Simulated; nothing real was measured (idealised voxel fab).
Process module, titled voxel local oxidation
The cross-section shown here is cut; it is 190 nm wide and divided into square cells measuring 5 nm on a side.
Cross-section = grid of square cells, listed top down in bands; band = one or more rows. Quick guide to a band line: top height, bottom height (nm) up front; then every material left to right with its width in nm. Only one material and it's marked "edge to edge"? Then it fills the band edge to edge. And "empty" just means empty space. Below 0: as-received wafer, all one material; heights counted from there. Lowest band: no bottom, goes on down, written "0 -> down". Graded width ("30 to 40"): value in top row of band = first number; value in bottom row = second number; row-to-row change constant. Reading "nothing got changed" for a step: not a cell of the cross-section changed in it. "Enclosed voids" lists enclosed empty spaces (at least 8 cells, no open path upward to the top), each as width x height at distance from the left edge, in nm. The remark found on a step's line after its settings is issued by the simulator itself and pertains to that step. "overlay nm" denotes, for a step that has a mask, the displacement of the mask to the right of its planned place, with negative values corresponding to the left.

[Planned process steps]
1) RECEIVE (material Si)
2) OXIDIZE (depth nm 5)
3) CONFORMAL_DEP (material SiN; thk nm 15)
4) MASKED_ETCH (tone cover; mask id ACTIVE; width nm 90; etch materials SiN; depth nm 15; overlay nm 0)
5) SELECTIVE_ETCH (etch materials SiO2; depth nm 5)
6) OXIDIZE (depth nm 10)
7) STRIP (etch materials SiN)

[Cross-section of the wafer upon arrival, representing the state reached after step 1]
- 0 -> down: Si edge to edge
- Enclosed voids: none

[End-of-module cross-section. Starting structure and process plan as above; one mistake made in running it]
- 0 -> -5: empty 60 nm, SiO2 80 nm, empty 50 nm
- -5 -> -15: SiO2 70 nm, Si 60 nm, SiO2 60 nm
- -15 -> down: Si edge to edge
- Enclosed voids: none
It is concluded that the wafer was processed incorrectly with respect to the plan, in that step 4 was run on a setting that differed from the plan, and what really ran there is MASKED_ETCH (tone cover; mask id ACTIVE; width nm 90; etch materials SiN; depth nm 15; overlay nm 5)
